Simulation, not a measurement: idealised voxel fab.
This section sets out a process module, namely voxel wiring stack.
Cross-section cut spans 250 nm and uses square cells 5 nm in size.
A cross-section is a grid of square cells, given in bands from the top down. A band is one or more rows of cells.
Band: top height; bottom height; in nm. Then, left to right: material with width in nm, for each material. "everywhere": a single material spanning edge to edge. "blank": empty space.
Heights are measured from 0, the level below which the as-received wafer is all one material; the lowest band has no bottom and continues downward, written as in "z 0 and below".
Graded width ("30 to 40"): value in top row of band = first number; value in bottom row = second number; row-to-row change constant.
Given "no alterations made" for a step, no cell of the cross-section differs between before and after that step.
"Internal closed voids" lists enclosed empty spaces (at least 8 cells, no open path upward to the top), each as width x height at distance from the left edge, in nm.
The remark found on a step's line after its settings is issued by the simulator itself and pertains to that step.
"overlay nm" on a masked step: distance the mask lay right of its planned place, negative for left.
Intended process steps:
1 RECEIVE | material Si
2 CONFORMAL_DEP | material SiO2 | thk nm 10
3 CONFORMAL_DEP | material SiN | thk nm 5
4 DIRECTIONAL_DEP | material lowk | thk nm 20
5 DIRECTIONAL_DEP | material aC | thk nm 15
6 PATTERN | tone open | mask id METAL_1 | material resist | width nm 25 | pitch nm 50 | thk nm 30 | overlay nm 0
7 DIRECTIONAL_ETCH | etch materials aC | depth nm 15
8 STRIP | etch materials resist
9 DIRECTIONAL_ETCH | etch materials lowk | depth nm 20
10 DIRECTIONAL_ETCH | etch materials SiN | depth nm 5
11 STRIP | etch materials aC
12 CONFORMAL_DEP | material TiN | thk nm 5
13 FILL_DEP | material Cu | thk nm 5
14 CMP | height nm 35
15 CONFORMAL_DEP | material SiCN | thk nm 5
16 DIRECTIONAL_DEP | material lowk | thk nm 25
17 DIRECTIONAL_DEP | material aC | thk nm 15
18 PATTERN | tone open | mask id METAL_2_HOLES | material resist | width nm 15 | pitch nm 100 | thk nm 35 | overlay nm 0
19 DIRECTIONAL_ETCH | etch materials aC | depth nm 15
20 STRIP | etch materials resist
21 DIRECTIONAL_ETCH | etch materials lowk | depth nm 25
22 STRIP | etch materials aC
23 PATTERN | tone open | mask id METAL_2 | material resist | width nm 25 | pitch nm 50 | thk nm 15 | overlay nm 0
24 DIRECTIONAL_ETCH | etch materials lowk | depth nm 15
25 DIRECTIONAL_ETCH | etch materials SiCN | depth nm 5
26 STRIP | etch materials resist
27 CONFORMAL_DEP | material TiN | thk nm 5
28 FILL_DEP | material Ru | thk nm 5
29 CMP | height nm 65
30 CONFORMAL_DEP | material SiCN | thk nm 5
31 DIRECTIONAL_DEP | material lowk | thk nm 35
32 DIRECTIONAL_DEP | material aC | thk nm 15
33 PATTERN | tone open | mask id METAL_3 | material resist | width nm 25 | pitch nm 50 | thk nm 30 | overlay nm 0
34 DIRECTIONAL_ETCH | etch materials aC | depth nm 15
35 STRIP | etch materials resist
36 DIRECTIONAL_ETCH | etch materials lowk | depth nm 20
37 STRIP | etch materials aC
38 MASKED_ETCH | tone open | mask id METAL_3_HOLES | width nm 15 | pitch nm 100 | etch materials lowk | depth nm 15 | overlay nm 0
39 MASKED_ETCH | tone open | mask id METAL_3_HOLES | width nm 15 | pitch nm 100 | etch materials SiCN | depth nm 5 | overlay nm 0
40 CONFORMAL_DEP | material TiN | thk nm 5
41 FILL_DEP | material Cu | thk nm 10
42 CMP | height nm 105
43 CONFORMAL_DEP | material SiCN | thk nm 5
44 DIRECTIONAL_DEP | material SiO2 | thk nm 35
45 PATTERN | tone open | mask id METAL_4 | material resist | width nm 25 | pitch nm 50 | thk nm 20 | overlay nm 0
46 DIRECTIONAL_ETCH | etch materials SiO2 | depth nm 20
47 STRIP | etch materials resist
48 MASKED_ETCH | tone open | mask id METAL_4_HOLES | width nm 15 | pitch nm 50 | etch materials SiO2 | depth nm 15 | overlay nm 0
49 MASKED_ETCH | tone open | mask id METAL_4_HOLES | width nm 15 | pitch nm 50 | etch materials SiCN | depth nm 5 | overlay nm 0
50 CONFORMAL_DEP | material TiN | thk nm 5
51 FILL_DEP | material Cu | thk nm 10
52 CMP | height nm 145
53 CONFORMAL_DEP | material SiCN | thk nm 5
First wafer, two in total, run as planned:
Cross-section of the incoming wafer, state after step 1:
	z 0 and below = Si everywhere
	Internal closed voids: none
Cross-section through the wafer, step 2 finished:
	z 10 to 0 = SiO2 everywhere
	Heights below 0 show no change.
Cross-section through the wafer, step 3 finished:
	z 15 to 10 = SiN everywhere
	Heights below 10 show no change.
Cross-section through the wafer, step 4 finished:
	z 35 to 15 = lowk everywhere
	Heights below 15 show no change.
Cross-section through the wafer, step 5 finished:
	z 50 to 35 = aC everywhere
	Heights below 35 show no change.
Cross-section through the wafer, step 6 finished:
	z 80 to 50 = 35 of resist  25 of blank  25 of resist  25 of blank  25 of resist  25 of blank  25 of resist  25 of blank  40 of resist
	Heights below 50 show no change.
Cross-section through the wafer, step 7 finished:
	z 65 to 50 = 35 of resist  25 of blank  25 of resist  25 of blank  25 of resist  25 of blank  25 of resist  25 of blank  40 of resist
	z 50 to 35 = 35 of aC  25 of blank  25 of aC  25 of blank  25 of aC  25 of blank  25 of aC  25 of blank  40 of aC
	Heights below 35 show no change.
Cross-section through the wafer, step 8 finished:
	z 50 to 35 = 35 of aC  25 of blank  25 of aC  25 of blank  25 of aC  25 of blank  25 of aC  25 of blank  40 of aC
	Heights below 35 show no change.
Cross-section through the wafer, step 9 finished:
	z 50 to 35 = 35 of aC  25 of blank  25 of aC  25 of blank  25 of aC  25 of blank  25 of aC  25 of blank  40 of aC
	z 35 to 15 = 35 of lowk  25 of blank  25 of lowk  25 of blank  25 of lowk  25 of blank  25 of lowk  25 of blank  40 of lowk
	Heights below 15 show no change.
Cross-section through the wafer, step 10 finished:
	z 50 to 35 = 35 of aC  25 of blank  25 of aC  25 of blank  25 of aC  25 of blank  25 of aC  25 of blank  40 of aC
	z 35 to 15 = 35 of lowk  25 of blank  25 of lowk  25 of blank  25 of lowk  25 of blank  25 of lowk  25 of blank  40 of lowk
	z 15 to 10 = 35 of SiN  25 of blank  25 of SiN  25 of blank  25 of SiN  25 of blank  25 of SiN  25 of blank  40 of SiN
	Heights below 10 show no change.
Cross-section through the wafer, step 11 finished:
	z 35 to 15 = 35 of lowk  25 of blank  25 of lowk  25 of blank  25 of lowk  25 of blank  25 of lowk  25 of blank  40 of lowk
	Heights below 15 show no change.
Cross-section through the wafer, step 12 finished:
	z 40 to 35 = 40 of TiN  15 of blank  35 of TiN  15 of blank  35 of TiN  15 of blank  35 of TiN  15 of blank  45 of TiN
	z 35 to 15 = 35 of lowk  5 of TiN  15 of blank  5 of TiN  25 of lowk  5 of TiN  15 of blank  5 of TiN  25 of lowk  5 of TiN  15 of blank  5 of TiN  25 of lowk  5 of TiN  15 of blank  5 of TiN  40 of lowk
	z 15 to 10 = 35 of SiN  25 of TiN  25 of SiN  25 of TiN  25 of SiN  25 of TiN  25 of SiN  25 of TiN  40 of SiN
	Heights below 10 show no change.
Cross-section through the wafer, step 13 finished:
	z 45 to 40 = Cu everywhere
	z 40 to 35 = 40 of TiN  15 of Cu  35 of TiN  15 of Cu  35 of TiN  15 of Cu  35 of TiN  15 of Cu  45 of TiN
	z 35 to 15 = 35 of lowk  5 of TiN  15 of Cu  5 of TiN  25 of lowk  5 of TiN  15 of Cu  5 of TiN  25 of lowk  5 of TiN  15 of Cu  5 of TiN  25 of lowk  5 of TiN  15 of Cu  5 of TiN  40 of lowk
	Heights below 15 show no change.
Cross-section through the wafer, step 14 finished:
	z 35 to 15 = 35 of lowk  5 of TiN  15 of Cu  5 of TiN  25 of lowk  5 of TiN  15 of Cu  5 of TiN  25 of lowk  5 of TiN  15 of Cu  5 of TiN  25 of lowk  5 of TiN  15 of Cu  5 of TiN  40 of lowk
	Heights below 15 show no change.
Cross-section through the wafer, step 15 finished:
	z 40 to 35 = SiCN everywhere
	Heights below 35 show no change.
Cross-section through the wafer, step 16 finished:
	z 65 to 40 = lowk everywhere
	Heights below 40 show no change.
Cross-section through the wafer, step 17 finished:
	z 80 to 65 = aC everywhere
	Heights below 65 show no change.
Cross-section through the wafer, step 18 finished:
	z 115 to 80 = 35 of resist  15 of blank  85 of resist  15 of blank  100 of resist
	Heights below 80 show no change.
Cross-section through the wafer, step 19 finished:
	z 100 to 80 = 35 of resist  15 of blank  85 of resist  15 of blank  100 of resist
	z 80 to 65 = 35 of aC  15 of blank  85 of aC  15 of blank  100 of aC
	Heights below 65 show no change.
Cross-section through the wafer, step 20 finished:
	z 80 to 65 = 35 of aC  15 of blank  85 of aC  15 of blank  100 of aC
	Heights below 65 show no change.
Cross-section through the wafer, step 21 finished:
	z 80 to 65 = 35 of aC  15 of blank  85 of aC  15 of blank  100 of aC
	z 65 to 40 = 35 of lowk  15 of blank  85 of lowk  15 of blank  100 of lowk
	Heights below 40 show no change.
Cross-section through the wafer, step 22 finished:
	z 65 to 40 = 35 of lowk  15 of blank  85 of lowk  15 of blank  100 of lowk
	Heights below 40 show no change.
Cross-section through the wafer, step 23 finished:
	z 80 to 65 = 35 of resist  25 of blank  25 of resist  25 of blank  25 of resist  25 of blank  25 of resist  25 of blank  40 of resist
	Heights below 65 show no change.
Cross-section through the wafer, step 24 finished:
	z 80 to 65 = 35 of resist  25 of blank  25 of resist  25 of blank  25 of resist  25 of blank  25 of resist  25 of blank  40 of resist
	z 65 to 50 = 35 of lowk  25 of blank  25 of lowk  25 of blank  25 of lowk  25 of blank  25 of lowk  25 of blank  40 of lowk
	Heights below 50 show no change.
Cross-section through the wafer, step 25 finished:
	z 80 to 65 = 35 of resist  25 of blank  25 of resist  25 of blank  25 of resist  25 of blank  25 of resist  25 of blank  40 of resist
	z 65 to 50 = 35 of lowk  25 of blank  25 of lowk  25 of blank  25 of lowk  25 of blank  25 of lowk  25 of blank  40 of lowk
	z 50 to 40 = 35 of lowk  15 of blank  85 of lowk  15 of blank  100 of lowk
	z 40 to 35 = 35 of SiCN  15 of blank  85 of SiCN  15 of blank  100 of SiCN
	Heights below 35 show no change.
Cross-section through the wafer, step 26 finished:
	z 65 to 50 = 35 of lowk  25 of blank  25 of lowk  25 of blank  25 of lowk  25 of blank  25 of lowk  25 of blank  40 of lowk
	Heights below 50 show no change.
Cross-section through the wafer, step 27 finished:
	z 70 to 65 = 40 of TiN  15 of blank  35 of TiN  15 of blank  35 of TiN  15 of blank  35 of TiN  15 of blank  45 of TiN
	z 65 to 55 = 35 of lowk  5 of TiN  15 of blank  5 of TiN  25 of lowk  5 of TiN  15 of blank  5 of TiN  25 of lowk  5 of TiN  15 of blank  5 of TiN  25 of lowk  5 of TiN  15 of blank  5 of TiN  40 of lowk
	z 55 to 50 = 35 of lowk  5 of TiN  5 of blank  15 of TiN  25 of lowk  25 of TiN  25 of lowk  5 of TiN  5 of blank  15 of TiN  25 of lowk  25 of TiN  40 of lowk
	z 50 to 40 = 35 of lowk  5 of TiN  5 of blank  5 of TiN  85 of lowk  5 of TiN  5 of blank  5 of TiN  100 of lowk
	z 40 to 35 = 35 of SiCN  15 of TiN  85 of SiCN  15 of TiN  100 of SiCN
	Heights below 35 show no change.
Cross-section through the wafer, step 28 finished:
	z 75 to 70 = Ru everywhere
	z 70 to 65 = 40 of TiN  15 of Ru  35 of TiN  15 of Ru  35 of TiN  15 of Ru  35 of TiN  15 of Ru  45 of TiN
	z 65 to 55 = 35 of lowk  5 of TiN  15 of Ru  5 of TiN  25 of lowk  5 of TiN  15 of Ru  5 of TiN  25 of lowk  5 of TiN  15 of Ru  5 of TiN  25 of lowk  5 of TiN  15 of Ru  5 of TiN  40 of lowk
	z 55 to 50 = 35 of lowk  5 of TiN  5 of Ru  15 of TiN  25 of lowk  25 of TiN  25 of lowk  5 of TiN  5 of Ru  15 of TiN  25 of lowk  25 of TiN  40 of lowk
	z 50 to 40 = 35 of lowk  5 of TiN  5 of Ru  5 of TiN  85 of lowk  5 of TiN  5 of Ru  5 of TiN  100 of lowk
	Heights below 40 show no change.
Cross-section through the wafer, step 29 finished:
	z 65 to 55 = 35 of lowk  5 of TiN  15 of Ru  5 of TiN  25 of lowk  5 of TiN  15 of Ru  5 of TiN  25 of lowk  5 of TiN  15 of Ru  5 of TiN  25 of lowk  5 of TiN  15 of Ru  5 of TiN  40 of lowk
	Heights below 55 show no change.
Cross-section through the wafer, step 30 finished:
	z 70 to 65 = SiCN everywhere
	Heights below 65 show no change.
Cross-section through the wafer, step 31 finished:
	z 105 to 70 = lowk everywhere
	Heights below 70 show no change.
Cross-section through the wafer, step 32 finished:
	z 120 to 105 = aC everywhere
	Heights below 105 show no change.
Cross-section through the wafer, step 33 finished:
	z 150 to 120 = 35 of resist  25 of blank  25 of resist  25 of blank  25 of resist  25 of blank  25 of resist  25 of blank  40 of resist
	Heights below 120 show no change.
Cross-section through the wafer, step 34 finished:
	z 135 to 120 = 35 of resist  25 of blank  25 of resist  25 of blank  25 of resist  25 of blank  25 of resist  25 of blank  40 of resist
	z 120 to 105 = 35 of aC  25 of blank  25 of aC  25 of blank  25 of aC  25 of blank  25 of aC  25 of blank  40 of aC
	Heights below 105 show no change.
Cross-section through the wafer, step 35 finished:
	z 120 to 105 = 35 of aC  25 of blank  25 of aC  25 of blank  25 of aC  25 of blank  25 of aC  25 of blank  40 of aC
	Heights below 105 show no change.
Cross-section through the wafer, step 36 finished:
	z 120 to 105 = 35 of aC  25 of blank  25 of aC  25 of blank  25 of aC  25 of blank  25 of aC  25 of blank  40 of aC
	z 105 to 85 = 35 of lowk  25 of blank  25 of lowk  25 of blank  25 of lowk  25 of blank  25 of lowk  25 of blank  40 of lowk
	Heights below 85 show no change.
Cross-section through the wafer, step 37 finished:
	z 105 to 85 = 35 of lowk  25 of blank  25 of lowk  25 of blank  25 of lowk  25 of blank  25 of lowk  25 of blank  40 of lowk
	Heights below 85 show no change.
Cross-section through the wafer, step 38 finished:
	z 105 to 85 = 35 of lowk  25 of blank  25 of lowk  25 of blank  25 of lowk  25 of blank  25 of lowk  25 of blank  40 of lowk
	z 85 to 70 = 35 of lowk  15 of blank  85 of lowk  15 of blank  100 of lowk
	Heights below 70 show no change.
Cross-section through the wafer, step 39 finished:
	z 105 to 85 = 35 of lowk  25 of blank  25 of lowk  25 of blank  25 of lowk  25 of blank  25 of lowk  25 of blank  40 of lowk
	z 85 to 70 = 35 of lowk  15 of blank  85 of lowk  15 of blank  100 of lowk
	z 70 to 65 = 35 of SiCN  15 of blank  85 of SiCN  15 of blank  100 of SiCN
	Heights below 65 show no change.
Cross-section through the wafer, step 40 finished:
	z 110 to 105 = 40 of TiN  15 of blank  35 of TiN  15 of blank  35 of TiN  15 of blank  35 of TiN  15 of blank  45 of TiN
	z 105 to 90 = 35 of lowk  5 of TiN  15 of blank  5 of TiN  25 of lowk  5 of TiN  15 of blank  5 of TiN  25 of lowk  5 of TiN  15 of blank  5 of TiN  25 of lowk  5 of TiN  15 of blank  5 of TiN  40 of lowk
	z 90 to 85 = 35 of lowk  5 of TiN  5 of blank  15 of TiN  25 of lowk  25 of TiN  25 of lowk  5 of TiN  5 of blank  15 of TiN  25 of lowk  25 of TiN  40 of lowk
	z 85 to 70 = 35 of lowk  5 of TiN  5 of blank  5 of TiN  85 of lowk  5 of TiN  5 of blank  5 of TiN  100 of lowk
	z 70 to 65 = 35 of SiCN  15 of TiN  85 of SiCN  15 of TiN  100 of SiCN
	Heights below 65 show no change.
Cross-section through the wafer, step 41 finished:
	z 120 to 110 = Cu everywhere
	z 110 to 105 = 40 of TiN  15 of Cu  35 of TiN  15 of Cu  35 of TiN  15 of Cu  35 of TiN  15 of Cu  45 of TiN
	z 105 to 90 = 35 of lowk  5 of TiN  15 of Cu  5 of TiN  25 of lowk  5 of TiN  15 of Cu  5 of TiN  25 of lowk  5 of TiN  15 of Cu  5 of TiN  25 of lowk  5 of TiN  15 of Cu  5 of TiN  40 of lowk
	z 90 to 85 = 35 of lowk  5 of TiN  5 of Cu  15 of TiN  25 of lowk  25 of TiN  25 of lowk  5 of TiN  5 of Cu  15 of TiN  25 of lowk  25 of TiN  40 of lowk
	z 85 to 70 = 35 of lowk  5 of TiN  5 of Cu  5 of TiN  85 of lowk  5 of TiN  5 of Cu  5 of TiN  100 of lowk
	Heights below 70 show no change.
Cross-section through the wafer, step 42 finished:
	z 105 to 90 = 35 of lowk  5 of TiN  15 of Cu  5 of TiN  25 of lowk  5 of TiN  15 of Cu  5 of TiN  25 of lowk  5 of TiN  15 of Cu  5 of TiN  25 of lowk  5 of TiN  15 of Cu  5 of TiN  40 of lowk
	Heights below 90 show no change.
Cross-section through the wafer, step 43 finished:
	z 110 to 105 = SiCN everywhere
	Heights below 105 show no change.
Cross-section through the wafer, step 44 finished:
	z 145 to 110 = SiO2 everywhere
	Heights below 110 show no change.
Cross-section through the wafer, step 45 finished:
	z 165 to 145 = 35 of resist  25 of blank  25 of resist  25 of blank  25 of resist  25 of blank  25 of resist  25 of blank  40 of resist
	Heights below 145 show no change.
Cross-section through the wafer, step 46 finished:
	z 165 to 145 = 35 of resist  25 of blank  25 of resist  25 of blank  25 of resist  25 of blank  25 of resist  25 of blank  40 of resist
	z 145 to 125 = 35 of SiO2  25 of blank  25 of SiO2  25 of blank  25 of SiO2  25 of blank  25 of SiO2  25 of blank  40 of SiO2
	Heights below 125 show no change.
Cross-section through the wafer, step 47 finished:
	z 145 to 125 = 35 of SiO2  25 of blank  25 of SiO2  25 of blank  25 of SiO2  25 of blank  25 of SiO2  25 of blank  40 of SiO2
	Heights below 125 show no change.
Cross-section through the wafer, step 48 finished:
	z 145 to 125 = 35 of SiO2  25 of blank  25 of SiO2  25 of blank  25 of SiO2  25 of blank  25 of SiO2  25 of blank  40 of SiO2
	z 125 to 110 = 35 of SiO2  15 of blank  35 of SiO2  15 of blank  35 of SiO2  15 of blank  35 of SiO2  15 of blank  50 of SiO2
	Heights below 110 show no change.
Cross-section through the wafer, step 49 finished:
	z 145 to 125 = 35 of SiO2  25 of blank  25 of SiO2  25 of blank  25 of SiO2  25 of blank  25 of SiO2  25 of blank  40 of SiO2
	z 125 to 110 = 35 of SiO2  15 of blank  35 of SiO2  15 of blank  35 of SiO2  15 of blank  35 of SiO2  15 of blank  50 of SiO2
	z 110 to 105 = 35 of SiCN  15 of blank  35 of SiCN  15 of blank  35 of SiCN  15 of blank  35 of SiCN  15 of blank  50 of SiCN
	Heights below 105 show no change.
Cross-section through the wafer, step 50 finished:
	z 150 to 145 = 40 of TiN  15 of blank  35 of TiN  15 of blank  35 of TiN  15 of blank  35 of TiN  15 of blank  45 of TiN
	z 145 to 130 = 35 of SiO2  5 of TiN  15 of blank  5 of TiN  25 of SiO2  5 of TiN  15 of blank  5 of TiN  25 of SiO2  5 of TiN  15 of blank  5 of TiN  25 of SiO2  5 of TiN  15 of blank  5 of TiN  40 of SiO2
	z 130 to 125 = 35 of SiO2  5 of TiN  5 of blank  15 of TiN  25 of SiO2  5 of TiN  5 of blank  15 of TiN  25 of SiO2  5 of TiN  5 of blank  15 of TiN  25 of SiO2  5 of TiN  5 of blank  15 of TiN  40 of SiO2
	z 125 to 110 = 35 of SiO2  5 of TiN  5 of blank  5 of TiN  35 of SiO2  5 of TiN  5 of blank  5 of TiN  35 of SiO2  5 of TiN  5 of blank  5 of TiN  35 of SiO2  5 of TiN  5 of blank  5 of TiN  50 of SiO2
	z 110 to 105 = 35 of SiCN  15 of TiN  35 of SiCN  15 of TiN  35 of SiCN  15 of TiN  35 of SiCN  15 of TiN  50 of SiCN
	Heights below 105 show no change.
Cross-section through the wafer, step 51 finished:
	z 160 to 150 = Cu everywhere
	z 150 to 145 = 40 of TiN  15 of Cu  35 of TiN  15 of Cu  35 of TiN  15 of Cu  35 of TiN  15 of Cu  45 of TiN
	z 145 to 130 = 35 of SiO2  5 of TiN  15 of Cu  5 of TiN  25 of SiO2  5 of TiN  15 of Cu  5 of TiN  25 of SiO2  5 of TiN  15 of Cu  5 of TiN  25 of SiO2  5 of TiN  15 of Cu  5 of TiN  40 of SiO2
	z 130 to 125 = 35 of SiO2  5 of TiN  5 of Cu  15 of TiN  25 of SiO2  5 of TiN  5 of Cu  15 of TiN  25 of SiO2  5 of TiN  5 of Cu  15 of TiN  25 of SiO2  5 of TiN  5 of Cu  15 of TiN  40 of SiO2
	z 125 to 110 = 35 of SiO2  5 of TiN  5 of Cu  5 of TiN  35 of SiO2  5 of TiN  5 of Cu  5 of TiN  35 of SiO2  5 of TiN  5 of Cu  5 of TiN  35 of SiO2  5 of TiN  5 of Cu  5 of TiN  50 of SiO2
	Heights below 110 show no change.
Cross-section through the wafer, step 52 finished:
	z 145 to 130 = 35 of SiO2  5 of TiN  15 of Cu  5 of TiN  25 of SiO2  5 of TiN  15 of Cu  5 of TiN  25 of SiO2  5 of TiN  15 of Cu  5 of TiN  25 of SiO2  5 of TiN  15 of Cu  5 of TiN  40 of SiO2
	Heights below 130 show no change.
Cross-section through the wafer, step 53 finished:
	z 150 to 145 = SiCN everywhere
	Heights below 145 show no change.
Wafer two. Identical start, identical plan. One mistake in execution. Identical history through step 29:
Second wafer cross-section, taken as of the time the plan sets for step 30 to be done:
	z 100 to 65 = lowk everywhere
	Heights below 65 show no change.
Second wafer cross-section, taken as of the time the plan sets for step 31 to be done:
	z 105 to 100 = SiCN everywhere
	Heights below 100 show no change.
Second wafer cross-section, taken as of the time the plan sets for step 32 to be done:
	z 120 to 105 = aC everywhere
	Heights below 105 show no change.
Second wafer cross-section, taken as of the time the plan sets for step 33 to be done:
	z 150 to 120 = 35 of resist  25 of blank  25 of resist  25 of blank  25 of resist  25 of blank  25 of resist  25 of blank  40 of resist
	Heights below 120 show no change.
Second wafer cross-section, taken as of the time the plan sets for step 34 to be done:
	z 135 to 120 = 35 of resist  25 of blank  25 of resist  25 of blank  25 of resist  25 of blank  25 of resist  25 of blank  40 of resist
	z 120 to 105 = 35 of aC  25 of blank  25 of aC  25 of blank  25 of aC  25 of blank  25 of aC  25 of blank  40 of aC
	Heights below 105 show no change.
Second wafer cross-section, taken as of the time the plan sets for step 35 to be done:
	z 120 to 105 = 35 of aC  25 of blank  25 of aC  25 of blank  25 of aC  25 of blank  25 of aC  25 of blank  40 of aC
	Heights below 105 show no change.
Second wafer cross-section, taken as of the time the plan sets for step 36 to be done: no alterations made
Second wafer cross-section, taken as of the time the plan sets for step 37 to be done:
	z 105 to 100 = SiCN everywhere
	Heights below 100 show no change.
Second wafer cross-section, taken as of the time the plan sets for step 38 to be done: no alterations made
Second wafer cross-section, taken as of the time the plan sets for step 39 to be done:
	z 105 to 100 = 35 of SiCN  15 of blank  85 of SiCN  15 of blank  100 of SiCN
	Heights below 100 show no change.
Second wafer cross-section, taken as of the time the plan sets for step 40 to be done:
	z 110 to 105 = 40 of TiN  5 of blank  95 of TiN  5 of blank  105 of TiN
	z 105 to 100 = 35 of SiCN  15 of TiN  85 of SiCN  15 of TiN  100 of SiCN
	Heights below 100 show no change.
Second wafer cross-section, taken as of the time the plan sets for step 41 to be done:
	z 120 to 110 = Cu everywhere
	z 110 to 105 = 40 of TiN  5 of Cu  95 of TiN  5 of Cu  105 of TiN
	Heights below 105 show no change.
Second wafer cross-section, taken as of the time the plan sets for step 42 to be done:
	z 105 to 100 = 35 of SiCN  15 of TiN  85 of SiCN  15 of TiN  100 of SiCN
	Heights below 100 show no change.
Second wafer cross-section, taken as of the time the plan sets for step 43 to be done:
	z 110 to 105 = SiCN everywhere
	Heights below 105 show no change.
Second wafer cross-section, taken as of the time the plan sets for step 44 to be done:
	z 145 to 110 = SiO2 everywhere
	Heights below 110 show no change.
Second wafer cross-section, taken as of the time the plan sets for step 45 to be done:
	z 165 to 145 = 35 of resist  25 of blank  25 of resist  25 of blank  25 of resist  25 of blank  25 of resist  25 of blank  40 of resist
	Heights below 145 show no change.
Second wafer cross-section, taken as of the time the plan sets for step 46 to be done:
	z 165 to 145 = 35 of resist  25 of blank  25 of resist  25 of blank  25 of resist  25 of blank  25 of resist  25 of blank  40 of resist
	z 145 to 125 = 35 of SiO2  25 of blank  25 of SiO2  25 of blank  25 of SiO2  25 of blank  25 of SiO2  25 of blank  40 of SiO2
	Heights below 125 show no change.
Second wafer cross-section, taken as of the time the plan sets for step 47 to be done:
	z 145 to 125 = 35 of SiO2  25 of blank  25 of SiO2  25 of blank  25 of SiO2  25 of blank  25 of SiO2  25 of blank  40 of SiO2
	Heights below 125 show no change.
Second wafer cross-section, taken as of the time the plan sets for step 48 to be done:
	z 145 to 125 = 35 of SiO2  25 of blank  25 of SiO2  25 of blank  25 of SiO2  25 of blank  25 of SiO2  25 of blank  40 of SiO2
	z 125 to 110 = 35 of SiO2  15 of blank  35 of SiO2  15 of blank  35 of SiO2  15 of blank  35 of SiO2  15 of blank  50 of SiO2
	Heights below 110 show no change.
Second wafer cross-section, taken as of the time the plan sets for step 49 to be done:
	z 145 to 125 = 35 of SiO2  25 of blank  25 of SiO2  25 of blank  25 of SiO2  25 of blank  25 of SiO2  25 of blank  40 of SiO2
	z 125 to 110 = 35 of SiO2  15 of blank  35 of SiO2  15 of blank  35 of SiO2  15 of blank  35 of SiO2  15 of blank  50 of SiO2
	z 110 to 105 = 35 of SiCN  15 of blank  35 of SiCN  15 of blank  35 of SiCN  15 of blank  35 of SiCN  15 of blank  50 of SiCN
	Heights below 105 show no change.
Second wafer cross-section, taken as of the time the plan sets for step 50 to be done:
	z 150 to 145 = 40 of TiN  15 of blank  35 of TiN  15 of blank  35 of TiN  15 of blank  35 of TiN  15 of blank  45 of TiN
	z 145 to 130 = 35 of SiO2  5 of TiN  15 of blank  5 of TiN  25 of SiO2  5 of TiN  15 of blank  5 of TiN  25 of SiO2  5 of TiN  15 of blank  5 of TiN  25 of SiO2  5 of TiN  15 of blank  5 of TiN  40 of SiO2
	z 130 to 125 = 35 of SiO2  5 of TiN  5 of blank  15 of TiN  25 of SiO2  5 of TiN  5 of blank  15 of TiN  25 of SiO2  5 of TiN  5 of blank  15 of TiN  25 of SiO2  5 of TiN  5 of blank  15 of TiN  40 of SiO2
	z 125 to 110 = 35 of SiO2  5 of TiN  5 of blank  5 of TiN  35 of SiO2  5 of TiN  5 of blank  5 of TiN  35 of SiO2  5 of TiN  5 of blank  5 of TiN  35 of SiO2  5 of TiN  5 of blank  5 of TiN  50 of SiO2
	z 110 to 105 = 35 of SiCN  15 of TiN  35 of SiCN  15 of TiN  35 of SiCN  15 of TiN  35 of SiCN  15 of TiN  50 of SiCN
	Heights below 105 show no change.
Second wafer cross-section, taken as of the time the plan sets for step 51 to be done:
	z 160 to 150 = Cu everywhere
	z 150 to 145 = 40 of TiN  15 of Cu  35 of TiN  15 of Cu  35 of TiN  15 of Cu  35 of TiN  15 of Cu  45 of TiN
	z 145 to 130 = 35 of SiO2  5 of TiN  15 of Cu  5 of TiN  25 of SiO2  5 of TiN  15 of Cu  5 of TiN  25 of SiO2  5 of TiN  15 of Cu  5 of TiN  25 of SiO2  5 of TiN  15 of Cu  5 of TiN  40 of SiO2
	z 130 to 125 = 35 of SiO2  5 of TiN  5 of Cu  15 of TiN  25 of SiO2  5 of TiN  5 of Cu  15 of TiN  25 of SiO2  5 of TiN  5 of Cu  15 of TiN  25 of SiO2  5 of TiN  5 of Cu  15 of TiN  40 of SiO2
	z 125 to 110 = 35 of SiO2  5 of TiN  5 of Cu  5 of TiN  35 of SiO2  5 of TiN  5 of Cu  5 of TiN  35 of SiO2  5 of TiN  5 of Cu  5 of TiN  35 of SiO2  5 of TiN  5 of Cu  5 of TiN  50 of SiO2
	Heights below 110 show no change.
Second wafer cross-section, taken as of the time the plan sets for step 52 to be done:
	z 145 to 130 = 35 of SiO2  5 of TiN  15 of Cu  5 of TiN  25 of SiO2  5 of TiN  15 of Cu  5 of TiN  25 of SiO2  5 of TiN  15 of Cu  5 of TiN  25 of SiO2  5 of TiN  15 of Cu  5 of TiN  40 of SiO2
	Heights below 130 show no change.
Second wafer cross-section, taken as of the time the plan sets for step 53 to be done:
	z 150 to 145 = SiCN everywhere
	Heights below 145 show no change.
Diagnosis: step 30 ran in the slot meant for step 31, and vice versa
It is noted that, at the conclusion of processing, the second wafer exhibits a higher or lower cell count for certain materials relative to the first: Cu: 44 fewer, TiN: 54 fewer, lowk: 98 more
